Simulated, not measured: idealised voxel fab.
voxel capacitor over wiring: a process module
Section cut is 195 nm wide and gridded with 5 nm square cells.
Each cross-section below is a grid of square cells, stated as bands in top-down order, with one or more rows of cells making up each band.
Heads up on the band format: heights come first, top then bottom, in nm. After that it's the materials left to right, each with its width in nm. A single material flagged "throughout" fills the whole band edge to edge, and "empty" means there's empty space there.
Counting heights begins at 0, where everything beneath is, in the wafer as received, one material. The lowest band has no bottom; it goes on downwards, as "z 0 and below" shows.
A width given as "30..40" starts at the first number in the band's top row and ends at the second number in its bottom row, shifting by an equal amount at every step from row to row.
A step reported as "nothing altered" is a step in which no cell of the cross-section changed.
"Fully enclosed voids" lists enclosed empty spaces (at least 8 cells, no open path upward to the top), each as width x height at distance from the left edge, in nm.
Text after the settings on a step's line: the simulator's own remark on that step.
Steps that use a mask can have "overlay nm" on their line. It says how far the mask sat to the right of where it was meant to be. Negative means to the left.

THIS SECTION LISTS THE PROCESS STEPS THAT WERE PLANNED
- 1: RECEIVE, material Si
- 2: CONFORMAL_DEP, material SiO2, thk nm 15
- 3: CONFORMAL_DEP, material SiN, thk nm 5
- 4: DIRECTIONAL_DEP, material SiO2, thk nm 20
- 5: DIRECTIONAL_DEP, material aC, thk nm 15
- 6: PATTERN, tone open, mask id METAL_1, material resist, width nm 25, pitch nm 75, thk nm 35, overlay nm 0
- 7: DIRECTIONAL_ETCH, etch materials aC, depth nm 15
- 8: STRIP, etch materials resist
- 9: DIRECTIONAL_ETCH, etch materials SiO2, depth nm 20
- 10: DIRECTIONAL_ETCH, etch materials SiN, depth nm 5
- 11: STRIP, etch materials aC
- 12: CONFORMAL_DEP, material TiN, thk nm 5
- 13: FILL_DEP, material Ru, thk nm 5
- 14: CMP, height nm 40
- 15: CONFORMAL_DEP, material SiCN, thk nm 5
- 16: DIRECTIONAL_DEP, material lowk, thk nm 10
- 17: MASKED_ETCH, tone open, mask id PLUG_1, width nm 15, etch materials lowk, depth nm 10, overlay nm 0
- 18: MASKED_ETCH, tone open, mask id PLUG_1, width nm 15, etch materials SiCN, depth nm 5, overlay nm 0
- 19: EPI, material Ru, thk nm 10
- 20: EPI, material Ru, thk nm 5
- 21: DIRECTIONAL_DEP, material TiN, thk nm 10
- 22: DIRECTIONAL_DEP, material HfO2, thk nm 5
- 23: DIRECTIONAL_DEP, material TiN, thk nm 10
- 24: PATTERN, tone cover, mask id UPPER_PLATE, material resist, width nm 55, thk nm 15, overlay nm 0
- 25: DIRECTIONAL_ETCH, etch materials TiN, depth nm 10
- 26: DIRECTIONAL_ETCH, etch materials HfO2, depth nm 5
- 27: STRIP, etch materials resist
- 28: PATTERN, tone cover, mask id LOWER_PLATE, material resist, width nm 65, thk nm 15, overlay nm 0
- 29: DIRECTIONAL_ETCH, etch materials TiN, depth nm 10
- 30: STRIP, etch materials resist
- 31: FILL_DEP, material SiO2, thk nm 20
- 32: CMP, height nm 95
- 33: PATTERN, tone open, mask id PLUG_2, material resist, width nm 15, thk nm 20, overlay nm 0
- 34: DIRECTIONAL_ETCH, etch materials SiO2, depth nm 15
- 35: STRIP, etch materials resist
- 36: CONFORMAL_DEP, material TiN, thk nm 5
- 37: FILL_DEP, material Ru, thk nm 5
- 38: CMP, height nm 95
- 39: CONFORMAL_DEP, material SiCN, thk nm 5

WAFER, FIRST OF TWO, RUN AS PLANNED

CROSS-SECTION OF THE WAFER UPON ARRIVAL, REPRESENTING THE STATE REACHED AFTER STEP 1
	z 0 and below = Si throughout
	Fully enclosed voids: none

WAFER XSEC, POST STEP 2
	z 15 to 0 = SiO2 throughout
	Beneath the level 0, the cross-section is identical to its previous state.

WAFER XSEC, POST STEP 3
	z 20 to 15 = SiN throughout
	Beneath the level 15, the cross-section is identical to its previous state.

WAFER XSEC, POST STEP 4
	z 40 to 20 = SiO2 throughout
	Beneath the level 20, the cross-section is identical to its previous state.

WAFER XSEC, POST STEP 5
	z 55 to 40 = aC throughout
	Beneath the level 40, the cross-section is identical to its previous state.

WAFER XSEC, POST STEP 6
	z 90 to 55 = 45 nm resist, then 25 nm empty, then 50 nm resist, then 25 nm empty, then 50 nm resist
	Beneath the level 55, the cross-section is identical to its previous state.

WAFER XSEC, POST STEP 7
	z 75 to 55 = 45 nm resist, then 25 nm empty, then 50 nm resist, then 25 nm empty, then 50 nm resist
	z 55 to 40 = 45 nm aC, then 25 nm empty, then 50 nm aC, then 25 nm empty, then 50 nm aC
	Beneath the level 40, the cross-section is identical to its previous state.

WAFER XSEC, POST STEP 8
	z 55 to 40 = 45 nm aC, then 25 nm empty, then 50 nm aC, then 25 nm empty, then 50 nm aC
	Beneath the level 40, the cross-section is identical to its previous state.

WAFER XSEC, POST STEP 9
	z 55 to 40 = 45 nm aC, then 25 nm empty, then 50 nm aC, then 25 nm empty, then 50 nm aC
	z 40 to 20 = 45 nm SiO2, then 25 nm empty, then 50 nm SiO2, then 25 nm empty, then 50 nm SiO2
	Beneath the level 20, the cross-section is identical to its previous state.

WAFER XSEC, POST STEP 10
	z 55 to 40 = 45 nm aC, then 25 nm empty, then 50 nm aC, then 25 nm empty, then 50 nm aC
	z 40 to 20 = 45 nm SiO2, then 25 nm empty, then 50 nm SiO2, then 25 nm empty, then 50 nm SiO2
	z 20 to 15 = 45 nm SiN, then 25 nm empty, then 50 nm SiN, then 25 nm empty, then 50 nm SiN
	Beneath the level 15, the cross-section is identical to its previous state.

WAFER XSEC, POST STEP 11
	z 40 to 20 = 45 nm SiO2, then 25 nm empty, then 50 nm SiO2, then 25 nm empty, then 50 nm SiO2
	Beneath the level 20, the cross-section is identical to its previous state.

WAFER XSEC, POST STEP 12
	z 45 to 40 = 50 nm TiN, then 15 nm empty, then 60 nm TiN, then 15 nm empty, then 55 nm TiN
	z 40 to 20 = 45 nm SiO2, then 5 nm TiN, then 15 nm empty, then 5 nm TiN, then 50 nm SiO2, then 5 nm TiN, then 15 nm empty, then 5 nm TiN, then 50 nm SiO2
	z 20 to 15 = 45 nm SiN, then 25 nm TiN, then 50 nm SiN, then 25 nm TiN, then 50 nm SiN
	Beneath the level 15, the cross-section is identical to its previous state.

WAFER XSEC, POST STEP 13
	z 50 to 45 = Ru throughout
	z 45 to 40 = 50 nm TiN, then 15 nm Ru, then 60 nm TiN, then 15 nm Ru, then 55 nm TiN
	z 40 to 20 = 45 nm SiO2, then 5 nm TiN, then 15 nm Ru, then 5 nm TiN, then 50 nm SiO2, then 5 nm TiN, then 15 nm Ru, then 5 nm TiN, then 50 nm SiO2
	Beneath the level 20, the cross-section is identical to its previous state.

WAFER XSEC, POST STEP 14
	z 40 to 20 = 45 nm SiO2, then 5 nm TiN, then 15 nm Ru, then 5 nm TiN, then 50 nm SiO2, then 5 nm TiN, then 15 nm Ru, then 5 nm TiN, then 50 nm SiO2
	Beneath the level 20, the cross-section is identical to its previous state.

WAFER XSEC, POST STEP 15
	z 45 to 40 = SiCN throughout
	Beneath the level 40, the cross-section is identical to its previous state.

WAFER XSEC, POST STEP 16
	z 55 to 45 = lowk throughout
	Beneath the level 45, the cross-section is identical to its previous state.

WAFER XSEC, POST STEP 17
	z 55 to 45 = 55 nm lowk, then 15 nm empty, then 125 nm lowk
	Beneath the level 45, the cross-section is identical to its previous state.

WAFER XSEC, POST STEP 18
	z 55 to 45 = 55 nm lowk, then 15 nm empty, then 125 nm lowk
	z 45 to 40 = 55 nm SiCN, then 15 nm empty, then 125 nm SiCN
	Beneath the level 40, the cross-section is identical to its previous state.

WAFER XSEC, POST STEP 19
	z 55 to 50 = 55 nm lowk, then 15 nm empty, then 125 nm lowk
	z 50 to 45 = 55 nm lowk, then 15 nm Ru, then 125 nm lowk
	z 45 to 40 = 55 nm SiCN, then 15 nm Ru, then 125 nm SiCN
	Beneath the level 40, the cross-section is identical to its previous state.

WAFER XSEC, POST STEP 20
	z 55 to 45 = 55 nm lowk, then 15 nm Ru, then 125 nm lowk
	Beneath the level 45, the cross-section is identical to its previous state.

WAFER XSEC, POST STEP 21
	z 65 to 55 = TiN throughout
	Beneath the level 55, the cross-section is identical to its previous state.

WAFER XSEC, POST STEP 22
	z 70 to 65 = HfO2 throughout
	Beneath the level 65, the cross-section is identical to its previous state.

WAFER XSEC, POST STEP 23
	z 80 to 70 = TiN throughout
	Beneath the level 70, the cross-section is identical to its previous state.

WAFER XSEC, POST STEP 24
	z 95 to 80 = 55 nm empty, then 55 nm resist, then 85 nm empty
	Beneath the level 80, the cross-section is identical to its previous state.

WAFER XSEC, POST STEP 25
	z 95 to 80 = 55 nm empty, then 55 nm resist, then 85 nm empty
	z 80 to 70 = 55 nm empty, then 55 nm TiN, then 85 nm empty
	Beneath the level 70, the cross-section is identical to its previous state.

WAFER XSEC, POST STEP 26
	z 95 to 80 = 55 nm empty, then 55 nm resist, then 85 nm empty
	z 80 to 70 = 55 nm empty, then 55 nm TiN, then 85 nm empty
	z 70 to 65 = 55 nm empty, then 55 nm HfO2, then 85 nm empty
	Beneath the level 65, the cross-section is identical to its previous state.

WAFER XSEC, POST STEP 27
	z 80 to 70 = 55 nm empty, then 55 nm TiN, then 85 nm empty
	Beneath the level 70, the cross-section is identical to its previous state.

WAFER XSEC, POST STEP 28
	z 95 to 80 = 50 nm empty, then 65 nm resist, then 80 nm empty
	z 80 to 70 = 50 nm empty, then 5 nm resist, then 55 nm TiN, then 5 nm resist, then 80 nm empty
	z 70 to 65 = 50 nm empty, then 5 nm resist, then 55 nm HfO2, then 5 nm resist, then 80 nm empty
	Beneath the level 65, the cross-section is identical to its previous state.

WAFER XSEC, POST STEP 29
	z 95 to 80 = 50 nm empty, then 65 nm resist, then 80 nm empty
	z 80 to 70 = 50 nm empty, then 5 nm resist, then 55 nm TiN, then 5 nm resist, then 80 nm empty
	z 70 to 65 = 50 nm empty, then 5 nm resist, then 55 nm HfO2, then 5 nm resist, then 80 nm empty
	z 65 to 55 = 50 nm empty, then 65 nm TiN, then 80 nm empty
	Beneath the level 55, the cross-section is identical to its previous state.

WAFER XSEC, POST STEP 30
	z 80 to 70 = 55 nm empty, then 55 nm TiN, then 85 nm empty
	z 70 to 65 = 55 nm empty, then 55 nm HfO2, then 85 nm empty
	Beneath the level 65, the cross-section is identical to its previous state.

WAFER XSEC, POST STEP 31
	z 100 to 80 = SiO2 throughout
	z 80 to 70 = 55 nm SiO2, then 55 nm TiN, then 85 nm SiO2
	z 70 to 65 = 55 nm SiO2, then 55 nm HfO2, then 85 nm SiO2
	z 65 to 55 = 50 nm SiO2, then 65 nm TiN, then 80 nm SiO2
	Beneath the level 55, the cross-section is identical to its previous state.

WAFER XSEC, POST STEP 32
	z 95 to 80 = SiO2 throughout
	Beneath the level 80, the cross-section is identical to its previous state.

WAFER XSEC, POST STEP 33
	z 115 to 95 = 65 nm resist, then 15 nm empty, then 115 nm resist
	Beneath the level 95, the cross-section is identical to its previous state.

WAFER XSEC, POST STEP 34
	z 115 to 95 = 65 nm resist, then 15 nm empty, then 115 nm resist
	z 95 to 80 = 65 nm SiO2, then 15 nm empty, then 115 nm SiO2
	Beneath the level 80, the cross-section is identical to its previous state.

WAFER XSEC, POST STEP 35
	z 95 to 80 = 65 nm SiO2, then 15 nm empty, then 115 nm SiO2
	Beneath the level 80, the cross-section is identical to its previous state.

WAFER XSEC, POST STEP 36
	z 100 to 95 = 70 nm TiN, then 5 nm empty, then 120 nm TiN
	z 95 to 85 = 65 nm SiO2, then 5 nm TiN, then 5 nm empty, then 5 nm TiN, then 115 nm SiO2
	z 85 to 80 = 65 nm SiO2, then 15 nm TiN, then 115 nm SiO2
	Beneath the level 80, the cross-section is identical to its previous state.

WAFER XSEC, POST STEP 37
	z 105 to 100 = Ru throughout
	z 100 to 95 = 70 nm TiN, then 5 nm Ru, then 120 nm TiN
	z 95 to 85 = 65 nm SiO2, then 5 nm TiN, then 5 nm Ru, then 5 nm TiN, then 115 nm SiO2
	Beneath the level 85, the cross-section is identical to its previous state.

WAFER XSEC, POST STEP 38
	z 95 to 85 = 65 nm SiO2, then 5 nm TiN, then 5 nm Ru, then 5 nm TiN, then 115 nm SiO2
	Beneath the level 85, the cross-section is identical to its previous state.

WAFER XSEC, POST STEP 39
	z 100 to 95 = SiCN throughout
	Beneath the level 95, the cross-section is identical to its previous state.

COMPANION WAFER, THE SECOND OF TWO: SAME BEGINNING, SAME INTENDED SEQUENCE, ONE MISTAKE IN CARRYING IT OUT; THROUGH STEP 32 INCLUSIVE IT TRACKS THE FIRST EXACTLY

CROSS-SECTION OF THE SECOND WAFER AT THE TIME BY WHICH STEP 33 SHOULD HAVE BEEN COMPLETED ACCORDING TO THE PLAN
	z 115 to 95 = 60 nm resist, then 25 nm empty, then 110 nm resist
	Beneath the level 95, the cross-section is identical to its previous state.

CROSS-SECTION OF THE SECOND WAFER AT THE TIME BY WHICH STEP 34 SHOULD HAVE BEEN COMPLETED ACCORDING TO THE PLAN
	z 115 to 95 = 60 nm resist, then 25 nm empty, then 110 nm resist
	z 95 to 80 = 60 nm SiO2, then 25 nm empty, then 110 nm SiO2
	Beneath the level 80, the cross-section is identical to its previous state.

CROSS-SECTION OF THE SECOND WAFER AT THE TIME BY WHICH STEP 35 SHOULD HAVE BEEN COMPLETED ACCORDING TO THE PLAN
	z 95 to 80 = 60 nm SiO2, then 25 nm empty, then 110 nm SiO2
	Beneath the level 80, the cross-section is identical to its previous state.

CROSS-SECTION OF THE SECOND WAFER AT THE TIME BY WHICH STEP 36 SHOULD HAVE BEEN COMPLETED ACCORDING TO THE PLAN
	z 100 to 95 = 65 nm TiN, then 15 nm empty, then 115 nm TiN
	z 95 to 85 = 60 nm SiO2, then 5 nm TiN, then 15 nm empty, then 5 nm TiN, then 110 nm SiO2
	z 85 to 80 = 60 nm SiO2, then 25 nm TiN, then 110 nm SiO2
	Beneath the level 80, the cross-section is identical to its previous state.

CROSS-SECTION OF THE SECOND WAFER AT THE TIME BY WHICH STEP 37 SHOULD HAVE BEEN COMPLETED ACCORDING TO THE PLAN
	z 105 to 100 = Ru throughout
	z 100 to 95 = 65 nm TiN, then 15 nm Ru, then 115 nm TiN
	z 95 to 85 = 60 nm SiO2, then 5 nm TiN, then 15 nm Ru, then 5 nm TiN, then 110 nm SiO2
	Beneath the level 85, the cross-section is identical to its previous state.

CROSS-SECTION OF THE SECOND WAFER AT THE TIME BY WHICH STEP 38 SHOULD HAVE BEEN COMPLETED ACCORDING TO THE PLAN
	z 95 to 85 = 60 nm SiO2, then 5 nm TiN, then 15 nm Ru, then 5 nm TiN, then 110 nm SiO2
	Beneath the level 85, the cross-section is identical to its previous state.

CROSS-SECTION OF THE SECOND WAFER AT THE TIME BY WHICH STEP 39 SHOULD HAVE BEEN COMPLETED ACCORDING TO THE PLAN
	z 100 to 95 = SiCN throughout
	Beneath the level 95, the cross-section is identical to its previous state.
The mistake made against the process plan was this: it should be noted that step 33 was executed with settings other than those planned, the operation and settings actually applied being PATTERN, tone open, mask id PLUG_2, material resist, width nm 25, thk nm 20, overlay nm 0
The second wafer ends with more or fewer cells of some materials than the first, per final count: 4 more of Ru; 6 fewer of SiO2; 2 more of TiN
